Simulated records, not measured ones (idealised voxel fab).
The name of this process module is voxel wiring stack.
Displayed cross-section: cut, width of 190 nm, square cells sized 5 nm.
In this document a cross-section is written as a grid of square cells. It is given as a series of bands, listed from the top down, and a band is one or more rows of cells. Band entry format. Leading values: height of top, height of bottom, nm. Remainder: materials in left-to-right order, each with its width in nm. Special words: "throughout" on a single material, which then fills the band edge to edge; "empty", empty space. Where do heights start? At 0: under that level the wafer as delivered is made of one material only. And the lowest band has no floor; it just carries on downward, as in "0 nm and below". The expression "30..40" gives the width at the extremes of the band, the first number at its top row of cells and the second at its bottom row, with the width changing by equal amounts from each row to the next in between. When a step is marked "changes: none", none of the cells in the cross-section changed during that step. You'll see "Fully closed voids" listing empty spaces that have no way open to the top, as long as they're 8 cells or more; the notation is width x height at distance, where the distance is from the left edge, and all of it is in nm. after a step's settings: what the simulator itself notes on the step. overlay nm: how far to the right of its planned place the mask lay on this masked step (negative: to the left).
# The following list gives the planned process steps
1. RECEIVE with material Si
2. CONFORMAL_DEP with material SiO2, thk nm 15
3. CONFORMAL_DEP with material SiN, thk nm 5
4. DIRECTIONAL_DEP with material lowk, thk nm 25
5. PATTERN with tone open, mask id METAL_1, material resist, width nm 20, pitch nm 40, thk nm 15, overlay nm 0
6. DIRECTIONAL_ETCH with etch materials lowk, depth nm 25
7. DIRECTIONAL_ETCH with etch materials SiN, depth nm 5
8. STRIP with etch materials resist
9. CONFORMAL_DEP with material TiN, thk nm 5
10. FILL_DEP with material W, thk nm 10
11. CMP with height nm 45
12. EPI with material Ru, thk nm 5
13. FILL_DEP with material SiCN, thk nm 5
14. DIRECTIONAL_DEP with material lowk, thk nm 30
15. DIRECTIONAL_DEP with material aC, thk nm 10
16. PATTERN with tone open, mask id METAL_2, material resist, width nm 20, pitch nm 40, thk nm 25, overlay nm 0
17. DIRECTIONAL_ETCH with etch materials aC, depth nm 10
18. STRIP with etch materials resist
19. DIRECTIONAL_ETCH with etch materials lowk, depth nm 20
20. STRIP with etch materials aC
21. PATTERN with tone open, mask id METAL_2_HOLES, material resist, width nm 15, pitch nm 40, thk nm 20, overlay nm 0
22. DIRECTIONAL_ETCH with etch materials lowk, depth nm 10
23. DIRECTIONAL_ETCH with etch materials SiCN, depth nm 5
24. STRIP with etch materials resist
25. CONFORMAL_DEP with material TiN, thk nm 5
26. FILL_DEP with material Ru, thk nm 5
27. CMP with height nm 85
28. CONFORMAL_DEP with material SiCN, thk nm 5
29. DIRECTIONAL_DEP with material lowk, thk nm 15
30. DIRECTIONAL_DEP with material aC, thk nm 15
31. PATTERN with tone open, mask id PLUG_2, material resist, width nm 15, thk nm 30, overlay nm 0
32. DIRECTIONAL_ETCH with etch materials aC, depth nm 15
33. STRIP with etch materials resist
34. DIRECTIONAL_ETCH with etch materials lowk, depth nm 15
35. DIRECTIONAL_ETCH with etch materials SiCN, depth nm 5
36. STRIP with etch materials aC
37. CONFORMAL_DEP with material TiN, thk nm 5
38. FILL_DEP with material Cu, thk nm 5
39. CMP with height nm 105
40. CONFORMAL_DEP with material SiCN, thk nm 5
41. DIRECTIONAL_DEP with material SiO2, thk nm 15
42. PATTERN with tone open, mask id METAL_3, material resist, width nm 20, pitch nm 40, thk nm 20, overlay nm 0
43. DIRECTIONAL_ETCH with etch materials SiO2, depth nm 15
44. DIRECTIONAL_ETCH with etch materials SiCN, depth nm 5
45. STRIP with etch materials resist
46. CONFORMAL_DEP with material TiN, thk nm 5
47. FILL_DEP with material Cu, thk nm 10
48. CMP with height nm 125
49. CONFORMAL_DEP with material SiN, thk nm 5
# First out of two wafers; run went to plan
# Cross-section of the wafer as it came to us, i.e., already through step 1
* 0 nm and below = Si throughout
* Fully closed voids: none
# after step 2
* 15 nm to 0 nm = SiO2 throughout
* All layers under 0 are left as they were.
# after step 3
* 20 nm to 15 nm = SiN throughout
* All layers under 15 are left as they were.
# after step 4
* 45 nm to 20 nm = lowk throughout
* All layers under 20 are left as they were.
# after step 5
* 60 nm to 45 nm = resist: 65, empty: 20, resist: 20, empty: 20, resist: 65
* All layers under 45 are left as they were.
# after step 6
* 60 nm to 45 nm = resist: 65, empty: 20, resist: 20, empty: 20, resist: 65
* 45 nm to 20 nm = lowk: 65, empty: 20, lowk: 20, empty: 20, lowk: 65
* All layers under 20 are left as they were.
# after step 7
* 60 nm to 45 nm = resist: 65, empty: 20, resist: 20, empty: 20, resist: 65
* 45 nm to 20 nm = lowk: 65, empty: 20, lowk: 20, empty: 20, lowk: 65
* 20 nm to 15 nm = SiN: 65, empty: 20, SiN: 20, empty: 20, SiN: 65
* All layers under 15 are left as they were.
# after step 8
* 45 nm to 20 nm = lowk: 65, empty: 20, lowk: 20, empty: 20, lowk: 65
* All layers under 20 are left as they were.
# after step 9
* 50 nm to 45 nm = TiN: 70, empty: 10, TiN: 30, empty: 10, TiN: 70
* 45 nm to 20 nm = lowk: 65, TiN: 5, empty: 10, TiN: 5, lowk: 20, TiN: 5, empty: 10, TiN: 5, lowk: 65
* 20 nm to 15 nm = SiN: 65, TiN: 20, SiN: 20, TiN: 20, SiN: 65
* All layers under 15 are left as they were.
# after step 10
* 60 nm to 50 nm = W throughout
* 50 nm to 45 nm = TiN: 70, W: 10, TiN: 30, W: 10, TiN: 70
* 45 nm to 20 nm = lowk: 65, TiN: 5, W: 10, TiN: 5, lowk: 20, TiN: 5, W: 10, TiN: 5, lowk: 65
* All layers under 20 are left as they were.
# after step 11
* 45 nm to 20 nm = lowk: 65, TiN: 5, W: 10, TiN: 5, lowk: 20, TiN: 5, W: 10, TiN: 5, lowk: 65
* All layers under 20 are left as they were.
# after step 12
* 50 nm to 45 nm = empty: 60, Ru: 30, empty: 10, Ru: 30, empty: 60
* All layers under 45 are left as they were.
# after step 13
* 55 nm to 50 nm = SiCN throughout
* 50 nm to 45 nm = SiCN: 60, Ru: 30, SiCN: 10, Ru: 30, SiCN: 60
* All layers under 45 are left as they were.
# after step 14
* 85 nm to 55 nm = lowk throughout
* All layers under 55 are left as they were.
# after step 15
* 95 nm to 85 nm = aC throughout
* All layers under 85 are left as they were.
# after step 16
* 120 nm to 95 nm = resist: 65, empty: 20, resist: 20, empty: 20, resist: 65
* All layers under 95 are left as they were.
# after step 17
* 110 nm to 95 nm = resist: 65, empty: 20, resist: 20, empty: 20, resist: 65
* 95 nm to 85 nm = aC: 65, empty: 20, aC: 20, empty: 20, aC: 65
* All layers under 85 are left as they were.
# after step 18
* 95 nm to 85 nm = aC: 65, empty: 20, aC: 20, empty: 20, aC: 65
* All layers under 85 are left as they were.
# after step 19
* 95 nm to 85 nm = aC: 65, empty: 20, aC: 20, empty: 20, aC: 65
* 85 nm to 65 nm = lowk: 65, empty: 20, lowk: 20, empty: 20, lowk: 65
* All layers under 65 are left as they were.
# after step 20
* 85 nm to 65 nm = lowk: 65, empty: 20, lowk: 20, empty: 20, lowk: 65
* All layers under 65 are left as they were.
# after step 21
* 105 nm to 85 nm = resist: 65, empty: 15, resist: 25, empty: 15, resist: 70
* 85 nm to 65 nm = lowk: 65, empty: 15, resist: 5, lowk: 20, empty: 15, resist: 5, lowk: 65
* All layers under 65 are left as they were.
# after step 22
* 105 nm to 85 nm = resist: 65, empty: 15, resist: 25, empty: 15, resist: 70
* 85 nm to 65 nm = lowk: 65, empty: 15, resist: 5, lowk: 20, empty: 15, resist: 5, lowk: 65
* 65 nm to 55 nm = lowk: 65, empty: 15, lowk: 25, empty: 15, lowk: 70
* All layers under 55 are left as they were.
# after step 23
* 105 nm to 85 nm = resist: 65, empty: 15, resist: 25, empty: 15, resist: 70
* 85 nm to 65 nm = lowk: 65, empty: 15, resist: 5, lowk: 20, empty: 15, resist: 5, lowk: 65
* 65 nm to 55 nm = lowk: 65, empty: 15, lowk: 25, empty: 15, lowk: 70
* 55 nm to 50 nm = SiCN: 65, empty: 15, SiCN: 25, empty: 15, SiCN: 70
* All layers under 50 are left as they were.
# after step 24
* 85 nm to 65 nm = lowk: 65, empty: 20, lowk: 20, empty: 20, lowk: 65
* All layers under 65 are left as they were.
# after step 25
* 90 nm to 85 nm = TiN: 70, empty: 10, TiN: 30, empty: 10, TiN: 70
* 85 nm to 70 nm = lowk: 65, TiN: 5, empty: 10, TiN: 5, lowk: 20, TiN: 5, empty: 10, TiN: 5, lowk: 65
* 70 nm to 65 nm = lowk: 65, TiN: 5, empty: 5, TiN: 10, lowk: 20, TiN: 5, empty: 5, TiN: 10, lowk: 65
* 65 nm to 55 nm = lowk: 65, TiN: 5, empty: 5, TiN: 5, lowk: 25, TiN: 5, empty: 5, TiN: 5, lowk: 70
* 55 nm to 50 nm = SiCN: 65, TiN: 15, SiCN: 25, TiN: 15, SiCN: 70
* All layers under 50 are left as they were.
# after step 26
* 95 nm to 90 nm = Ru throughout
* 90 nm to 85 nm = TiN: 70, Ru: 10, TiN: 30, Ru: 10, TiN: 70
* 85 nm to 70 nm = lowk: 65, TiN: 5, Ru: 10, TiN: 5, lowk: 20, TiN: 5, Ru: 10, TiN: 5, lowk: 65
* 70 nm to 65 nm = lowk: 65, TiN: 5, Ru: 5, TiN: 10, lowk: 20, TiN: 5, Ru: 5, TiN: 10, lowk: 65
* 65 nm to 55 nm = lowk: 65, TiN: 5, Ru: 5, TiN: 5, lowk: 25, TiN: 5, Ru: 5, TiN: 5, lowk: 70
* All layers under 55 are left as they were.
# after step 27
* 85 nm to 70 nm = lowk: 65, TiN: 5, Ru: 10, TiN: 5, lowk: 20, TiN: 5, Ru: 10, TiN: 5, lowk: 65
* All layers under 70 are left as they were.
# after step 28
* 90 nm to 85 nm = SiCN throughout
* All layers under 85 are left as they were.
# after step 29
* 105 nm to 90 nm = lowk throughout
* All layers under 90 are left as they were.
# after step 30
* 120 nm to 105 nm = aC throughout
* All layers under 105 are left as they were.
# after step 31
* 150 nm to 120 nm = resist: 65, empty: 15, resist: 110
* All layers under 120 are left as they were.
# after step 32
* 135 nm to 120 nm = resist: 65, empty: 15, resist: 110
* 120 nm to 105 nm = aC: 65, empty: 15, aC: 110
* All layers under 105 are left as they were.
# after step 33
* 120 nm to 105 nm = aC: 65, empty: 15, aC: 110
* All layers under 105 are left as they were.
# after step 34
* 120 nm to 105 nm = aC: 65, empty: 15, aC: 110
* 105 nm to 90 nm = lowk: 65, empty: 15, lowk: 110
* All layers under 90 are left as they were.
# after step 35
* 120 nm to 105 nm = aC: 65, empty: 15, aC: 110
* 105 nm to 90 nm = lowk: 65, empty: 15, lowk: 110
* 90 nm to 85 nm = SiCN: 65, empty: 15, SiCN: 110
* All layers under 85 are left as they were.
# after step 36
* 105 nm to 90 nm = lowk: 65, empty: 15, lowk: 110
* All layers under 90 are left as they were.
# after step 37
* 110 nm to 105 nm = TiN: 70, empty: 5, TiN: 115
* 105 nm to 90 nm = lowk: 65, TiN: 5, empty: 5, TiN: 5, lowk: 110
* 90 nm to 85 nm = SiCN: 65, TiN: 15, SiCN: 110
* All layers under 85 are left as they were.
# after step 38
* 115 nm to 110 nm = Cu throughout
* 110 nm to 105 nm = TiN: 70, Cu: 5, TiN: 115
* 105 nm to 90 nm = lowk: 65, TiN: 5, Cu: 5, TiN: 5, lowk: 110
* All layers under 90 are left as they were.
# after step 39
* 105 nm to 90 nm = lowk: 65, TiN: 5, Cu: 5, TiN: 5, lowk: 110
* All layers under 90 are left as they were.
# after step 40
* 110 nm to 105 nm = SiCN throughout
* All layers under 105 are left as they were.
# after step 41
* 125 nm to 110 nm = SiO2 throughout
* All layers under 110 are left as they were.
# after step 42
* 145 nm to 125 nm = resist: 65, empty: 20, resist: 20, empty: 20, resist: 65
* All layers under 125 are left as they were.
# after step 43
* 145 nm to 125 nm = resist: 65, empty: 20, resist: 20, empty: 20, resist: 65
* 125 nm to 110 nm = SiO2: 65, empty: 20, SiO2: 20, empty: 20, SiO2: 65
* All layers under 110 are left as they were.
# after step 44
* 145 nm to 125 nm = resist: 65, empty: 20, resist: 20, empty: 20, resist: 65
* 125 nm to 110 nm = SiO2: 65, empty: 20, SiO2: 20, empty: 20, SiO2: 65
* 110 nm to 105 nm = SiCN: 65, empty: 20, SiCN: 20, empty: 20, SiCN: 65
* All layers under 105 are left as they were.
# after step 45
* 125 nm to 110 nm = SiO2: 65, empty: 20, SiO2: 20, empty: 20, SiO2: 65
* All layers under 110 are left as they were.
# after step 46
* 130 nm to 125 nm = TiN: 70, empty: 10, TiN: 30, empty: 10, TiN: 70
* 125 nm to 110 nm = SiO2: 65, TiN: 5, empty: 10, TiN: 5, SiO2: 20, TiN: 5, empty: 10, TiN: 5, SiO2: 65
* 110 nm to 105 nm = SiCN: 65, TiN: 20, SiCN: 20, TiN: 20, SiCN: 65
* All layers under 105 are left as they were.
# after step 47
* 140 nm to 130 nm = Cu throughout
* 130 nm to 125 nm = TiN: 70, Cu: 10, TiN: 30, Cu: 10, TiN: 70
* 125 nm to 110 nm = SiO2: 65, TiN: 5, Cu: 10, TiN: 5, SiO2: 20, TiN: 5, Cu: 10, TiN: 5, SiO2: 65
* All layers under 110 are left as they were.
# after step 48
* 125 nm to 110 nm = SiO2: 65, TiN: 5, Cu: 10, TiN: 5, SiO2: 20, TiN: 5, Cu: 10, TiN: 5, SiO2: 65
* All layers under 110 are left as they were.
# after step 49
* 130 nm to 125 nm = SiN throughout
* All layers under 125 are left as they were.
# Second of two: same start, same plan, one run error; steps up to and including 39 match the first
# Cross-section of the second wafer at the time by which step 40 should have been completed according to the plan
* 120 nm to 105 nm = SiO2 throughout
* All layers under 105 are left as they were.
# Cross-section of the second wafer at the time by which step 41 should have been completed according to the plan
* 125 nm to 120 nm = SiCN throughout
* All layers under 120 are left as they were.
# Cross-section of the second wafer at the time by which step 42 should have been completed according to the plan
* 145 nm to 125 nm = resist: 65, empty: 20, resist: 20, empty: 20, resist: 65
* All layers under 125 are left as they were.
Cross-section of the second wafer at the time by which step 43 should have been completed according to the plan: changes: none
# Cross-section of the second wafer at the time by which step 44 should have been completed according to the plan
* 145 nm to 125 nm = resist: 65, empty: 20, resist: 20, empty: 20, resist: 65
* 125 nm to 120 nm = SiCN: 65, empty: 20, SiCN: 20, empty: 20, SiCN: 65
* All layers under 120 are left as they were.
# Cross-section of the second wafer at the time by which step 45 should have been completed according to the plan
* 125 nm to 120 nm = SiCN: 65, empty: 20, SiCN: 20, empty: 20, SiCN: 65
* All layers under 120 are left as they were.
# Cross-section of the second wafer at the time by which step 46 should have been completed according to the plan
* 130 nm to 125 nm = TiN: 70, empty: 10, TiN: 30, empty: 10, TiN: 70
* 125 nm to 120 nm = SiCN: 65, TiN: 20, SiCN: 20, TiN: 20, SiCN: 65
* All layers under 120 are left as they were.
# Cross-section of the second wafer at the time by which step 47 should have been completed according to the plan
* 140 nm to 130 nm = Cu throughout
* 130 nm to 125 nm = TiN: 70, Cu: 10, TiN: 30, Cu: 10, TiN: 70
* All layers under 125 are left as they were.
# Cross-section of the second wafer at the time by which step 48 should have been completed according to the plan
* 125 nm to 120 nm = SiCN: 65, TiN: 20, SiCN: 20, TiN: 20, SiCN: 65
* All layers under 120 are left as they were.
# Cross-section of the second wafer at the time by which step 49 should have been completed according to the plan
* 130 nm to 125 nm = SiN throughout
* All layers under 125 are left as they were.
So what did we get wrong on this run? steps 40 and 41 of the plan were run in the wrong order, each in the other's place
End check, counted in cells, second wafer has more or fewer of these materials than the first: Cu: 12 fewer; SiO2: 24 more; TiN: 12 fewer
